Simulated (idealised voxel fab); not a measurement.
Module name: voxel self aligned vias (process module)
We display cut, a cross-section 275 nm in width whose square cells are each 5 nm.
Throughout this document, each cross-section is represented as a grid of square cells and is presented as a sequence of bands enumerated from the top downward, where a band comprises one or more rows of cells. Top height, bottom height, nm. Materials left to right, width each, nm. Single material + "everywhere" = fills band edge to edge. "blank" = empty. Below 0: as-received wafer, all one material; heights counted from there. Lowest band: no bottom, goes on down, written "top 0, no bottom". Quick explanation for "30..40": the width changes in equal steps down the rows of cells, from the first number in the band's top row to the second number in its bottom row. Any step labelled "remained the same" changed none of the cells in the cross-section. Voids not open to the top, 8 cells minimum: see "Closed-off voids". Written width x height at distance; distance is from the left edge; nm. Step line, after settings: the simulator's comment on this step. overlay nm, on a step with a mask: how far to the right of its planned place the mask lay; to the left if negative.
Process steps foreseen in the plan
step 1: RECEIVE | material Si
step 2: CONFORMAL_DEP | material SiO2 | thk nm 15
step 3: CONFORMAL_DEP | material SiCN | thk nm 5
step 4: DIRECTIONAL_DEP | material SiO2 | thk nm 20
step 5: PATTERN | tone open | mask id LINES | material resist | width nm 20 | pitch nm 55 | thk nm 15 | overlay nm 0
step 6: DIRECTIONAL_ETCH | etch materials SiO2 | depth nm 20
step 7: STRIP | etch materials resist
step 8: CONFORMAL_DEP | material TiN | thk nm 5
step 9: FILL_DEP | material Ru | thk nm 5
step 10: CMP | height nm 40
step 11: SELECTIVE_ETCH | etch materials W Ru TiN | depth nm 10
step 12: FILL_DEP | material SiN | thk nm 5
step 13: CMP | height nm 40
step 14: DIRECTIONAL_DEP | material SiO2 | thk nm 15
step 15: MASKED_ETCH | tone open | mask id VIAS | width nm 30 | pitch nm 55 | etch materials SiO2 | depth nm 15 | overlay nm 0
step 16: MASKED_ETCH | tone open | mask id VIAS | width nm 30 | pitch nm 55 | etch materials SiN | depth nm 10 | overlay nm 0
step 17: CONFORMAL_DEP | material TiN | thk nm 5
step 18: FILL_DEP | material W | thk nm 5
step 19: CMP | height nm 55
step 20: CONFORMAL_DEP | material SiCN | thk nm 5
Here's what the wafer looked like in cross-section when it arrived - that's after step 1
> top 0, no bottom  Si everywhere
> Closed-off voids: none
Wafer at module end, in section. Began as above, planned as above, run with one mistake
> top 60, bottom 55  SiCN everywhere
> top 55, bottom 45  SiO2 65 nm, TiN 5 nm, W 20 nm, TiN 5 nm, SiO2 25 nm, TiN 5 nm, W 20 nm, TiN 5 nm, SiO2 25 nm, TiN 5 nm, W 20 nm, TiN 5 nm, SiO2 70 nm
> top 45, bottom 35  SiO2 65..70 nm, TiN 10..5 nm, W 10 nm, TiN 10..5 nm, SiO2 25..35 nm, TiN 10..5 nm, W 10 nm, TiN 10..5 nm, SiO2 25..35 nm, TiN 10..5 nm, W 10 nm, TiN 10..5 nm, SiO2 70..75 nm
> top 35, bottom 30  SiO2 70 nm, TiN 20 nm, SiO2 35 nm, TiN 20 nm, SiO2 35 nm, TiN 20 nm, SiO2 75 nm
> top 30, bottom 25  SiO2 70 nm, TiN 5 nm, Ru 10 nm, TiN 5 nm, SiO2 35 nm, TiN 5 nm, Ru 10 nm, TiN 5 nm, SiO2 35 nm, TiN 5 nm, Ru 10 nm, TiN 5 nm, SiO2 75 nm
> top 25, bottom 20  SiO2 70 nm, TiN 20 nm, SiO2 35 nm, TiN 20 nm, SiO2 35 nm, TiN 20 nm, SiO2 75 nm
> top 20, bottom 15  SiCN everywhere
> top 15, bottom 0  Ru everywhere
> top 0, no bottom  Si everywhere
> Closed-off voids: none
It is concluded that the wafer was processed incorrectly with respect to the plan, in that it should be noted that step 2 was executed with settings other than those planned, the operation and settings actually applied being CONFORMAL_DEP | material Ru | thk nm 15
